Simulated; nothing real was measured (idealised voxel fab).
A process module follows: voxel plated lines.
Shown is cross-section cut, with a width of 235 nm and square cells of size 5 nm.
Notation: cross-section as square-cell grid; stated in bands, top first, going down; one or more cell rows per band. A band entry consists of two parts. The first gives the height of the band's top and the height of its bottom, in nm. The rest lists the band's materials from left to right, each with its width in nm. A single material labelled with the word "throughout" fills the band from edge to edge, and the word "blank" marks empty space. Where do heights start? At 0: under that level the wafer as delivered is made of one material only. And the lowest band has no floor; it just carries on downward, as in "z 0 and below". Per-row width for "30..40": begins at first number (top row of band), ends at second number (bottom row), increment between rows held constant. The cross-section has no changed cell in any step marked "no change". "Voids lacking openings": empty spaces of 8 cells or more with no open way to the top, each given as width x height at distance, distance from the left edge, all in nm. What comes after the settings on a step's line is commentary from the simulator itself on that step. overlay nm: right-of-plan distance of the mask on a masked step; negative values mean left-of-plan.

Intended process steps:
1 RECEIVE (material Si)
2 CONFORMAL_DEP (material SiO2; thk nm 15)
3 DIRECTIONAL_DEP (material TiN; thk nm 5)
4 PATTERN (tone open; mask id LINES; material resist; width nm 25; pitch nm 45; thk nm 20; overlay nm 0)
5 EPI (material Ru; thk nm 10)
6 STRIP (etch materials resist)
7 DIRECTIONAL_ETCH (etch materials TiN; depth nm 5)
8 CONFORMAL_DEP (material SiO2; thk nm 5)

Shown in cross-section is the wafer as received, that is, as it stands after step 1:
    z 0 and below | Si throughout
    Voids lacking openings: none

End state of the module in cross-section, given the above starting point and plan and one mistake in execution:
    z 35 to 30 | 60 of blank | 25 of SiO2 | 20 of blank | 25 of SiO2 | 20 of blank | 25 of SiO2 | 60 of blank
    z 30 to 20 | 60 of blank | 5 of SiO2 | 15 of Ru | 5 of SiO2 | 20 of blank | 5 of SiO2 | 15 of Ru | 5 of SiO2 | 20 of blank | 5 of SiO2 | 15 of Ru | 5 of SiO2 | 60 of blank
    z 20 to 15 | 65 of SiO2 | 15 of TiN | 30 of SiO2 | 15 of TiN | 30 of SiO2 | 15 of TiN | 65 of SiO2
    z 15 to 0 | SiO2 throughout
    z 0 and below | Si throughout
    Voids lacking openings: none
Error vs. plan: heads up, step 4 didn't go per plan, it actually ran as PATTERN (tone open; mask id LINES; material resist; width nm 15; pitch nm 45; thk nm 20; overlay nm 0)
